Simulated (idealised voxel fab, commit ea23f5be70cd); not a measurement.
The following is a process module called voxel fin reveal.
Cross-sectional view cut (width: 160 nm; square cell size: 5 nm).
Heads up, the way a cross-section reads in here is a grid of square cells, handed over as bands from the top down, with every band being one or more rows of cells.
First you get the band's top height and its bottom height, in nm, and then the materials it's made of, left to right, with each width in nm. If you see a single material with "edge to edge", that one covers the band edge to edge. "empty" is empty space.
Note: height 0 marks the level under which the wafer is uniformly one material as received. Lowest band unbounded below, written "0 -> down".
With a width like "30 to 40", each row of cells in the band differs from the next by the same amount, the top row carrying the first number and the bottom row the second.
You'll sometimes find "all unchanged" written for a step, and that's the way of saying that nowhere in the cross-section did a cell change during that step.
Under "Closed cavities" you'll find the enclosed gaps, the ones with no way out to the top, that are 8 cells or bigger; each reads width x height at distance, with distance counted from the left edge, everything in nm.
It should be noted that, on the line of a given step, the content following the step's settings is a remark produced by the simulator itself with respect to that step.
A step's line can hold "overlay nm"; with a mask on that step, the setting says how far right of the planned place the mask lay, while a negative setting says it lay to the left.

The planned process steps are enumerated hereunder
step 1: RECEIVE,material Si
step 2: CONFORMAL_DEP,material SiN,thk nm 10
step 3: DIRECTIONAL_DEP,material aC,thk nm 10
step 4: PATTERN,tone cover,mask id FINS,material resist,width nm 15,pitch nm 35,thk nm 30,overlay nm 0
step 5: DIRECTIONAL_ETCH,etch materials aC,depth nm 10
step 6: STRIP,etch materials resist
step 7: DIRECTIONAL_ETCH,etch materials SiN,depth nm 10
step 8: DIRECTIONAL_ETCH,etch materials Si,depth nm 40
step 9: STRIP,etch materials aC
step 10: FILL_DEP,material SiO2,thk nm 15
step 11: CMP,height nm 10
step 12: SELECTIVE_ETCH,etch materials SiO2,depth nm 25
step 13: STRIP,etch materials SiN
step 14: CONFORMAL_DEP,material SiO2,thk nm 5

First of the two wafers, run per plan

As-received wafer cross-section (after step 1)
- 0 -> down | Si edge to edge
- Closed cavities: none

Once step 2 is through, the wafer looks like this in cross-section
- 10 -> 0 | SiN edge to edge
- No changes below 0.

Once step 3 is through, the wafer looks like this in cross-section
- 20 -> 10 | aC edge to edge
- No changes below 10.

Once step 4 is through, the wafer looks like this in cross-section
- 50 -> 20 | empty (35)  resist (15)  empty (20)  resist (15)  empty (20)  resist (15)  empty (40)
- No changes below 20.

Once step 5 is through, the wafer looks like this in cross-section
- 40 -> 20 | empty (35)  resist (15)  empty (20)  resist (15)  empty (20)  resist (15)  empty (40)
- 20 -> 10 | empty (35)  aC (15)  empty (20)  aC (15)  empty (20)  aC (15)  empty (40)
- No changes below 10.

Once step 6 is through, the wafer looks like this in cross-section
- 20 -> 10 | empty (35)  aC (15)  empty (20)  aC (15)  empty (20)  aC (15)  empty (40)
- No changes below 10.

Once step 7 is through, the wafer looks like this in cross-section
- 20 -> 10 | empty (35)  aC (15)  empty (20)  aC (15)  empty (20)  aC (15)  empty (40)
- 10 -> 0 | empty (35)  SiN (15)  empty (20)  SiN (15)  empty (20)  SiN (15)  empty (40)
- No changes below 0.

Once step 8 is through, the wafer looks like this in cross-section
- 20 -> 10 | empty (35)  aC (15)  empty (20)  aC (15)  empty (20)  aC (15)  empty (40)
- 10 -> 0 | empty (35)  SiN (15)  empty (20)  SiN (15)  empty (20)  SiN (15)  empty (40)
- 0 -> -40 | empty (35)  Si (15)  empty (20)  Si (15)  empty (20)  Si (15)  empty (40)
- No changes below -40.

Once step 9 is through, the wafer looks like this in cross-section
- 10 -> 0 | empty (35)  SiN (15)  empty (20)  SiN (15)  empty (20)  SiN (15)  empty (40)
- No changes below 0.

Once step 10 is through, the wafer looks like this in cross-section
- 25 -> 10 | SiO2 edge to edge
- 10 -> 0 | SiO2 (35)  SiN (15)  SiO2 (20)  SiN (15)  SiO2 (20)  SiN (15)  SiO2 (40)
- 0 -> -40 | SiO2 (35)  Si (15)  SiO2 (20)  Si (15)  SiO2 (20)  Si (15)  SiO2 (40)
- No changes below -40.

Once step 11 is through, the wafer looks like this in cross-section
- 10 -> 0 | SiO2 (35)  SiN (15)  SiO2 (20)  SiN (15)  SiO2 (20)  SiN (15)  SiO2 (40)
- No changes below 0.

Once step 12 is through, the wafer looks like this in cross-section
- 10 -> 0 | empty (35)  SiN (15)  empty (20)  SiN (15)  empty (20)  SiN (15)  empty (40)
- 0 -> -15 | empty (35)  Si (15)  empty (20)  Si (15)  empty (20)  Si (15)  empty (40)
- No changes below -15.

Once step 13 is through, the wafer looks like this in cross-section
- 0 -> -15 | empty (35)  Si (15)  empty (20)  Si (15)  empty (20)  Si (15)  empty (40)
- No changes below -15.

Once step 14 is through, the wafer looks like this in cross-section
- 5 -> 0 | empty (30)  SiO2 (25)  empty (10)  SiO2 (25)  empty (10)  SiO2 (25)  empty (35)
- 0 -> -10 | empty (30)  SiO2 (5)  Si (15)  SiO2 (5)  empty (10)  SiO2 (5)  Si (15)  SiO2 (5)  empty (10)  SiO2 (5)  Si (15)  SiO2 (5)  empty (35)
- -10 -> -40 | SiO2 (35)  Si (15)  SiO2 (20)  Si (15)  SiO2 (20)  Si (15)  SiO2 (40)
- No changes below -40.

The Second Wafer: Common Origin and Plan, One Mistake in Execution, Identical to the First Through Step 12

Cross-section of the second wafer corresponding to the planned conclusion of step 13
- 10 -> 0 | empty (35)  SiN (15)  empty (20)  SiN (15)  empty (20)  SiN (15)  empty (40)
- 0 -> -40 | empty (35)  Si (15)  empty (20)  Si (15)  empty (20)  Si (15)  empty (40)
- No changes below -40.

Cross-section of the second wafer corresponding to the planned conclusion of step 14
- 15 -> 10 | empty (30)  SiO2 (25)  empty (10)  SiO2 (25)  empty (10)  SiO2 (25)  empty (35)
- 10 -> 0 | empty (30)  SiO2 (5)  SiN (15)  SiO2 (5)  empty (10)  SiO2 (5)  SiN (15)  SiO2 (5)  empty (10)  SiO2 (5)  SiN (15)  SiO2 (5)  empty (35)
- 0 -> -35 | empty (30)  SiO2 (5)  Si (15)  SiO2 (5)  empty (10)  SiO2 (5)  Si (15)  SiO2 (5)  empty (10)  SiO2 (5)  Si (15)  SiO2 (5)  empty (35)
- -35 -> -40 | SiO2 (35)  Si (15)  SiO2 (20)  Si (15)  SiO2 (20)  Si (15)  SiO2 (40)
- No changes below -40.
Diagnosis: step 13, actual vs plan mismatch, actual run STRIP,etch materials SiO2
Final comparison by cell count, materials where the second wafer has more or fewer than the first: +18 SiN, -73 SiO2
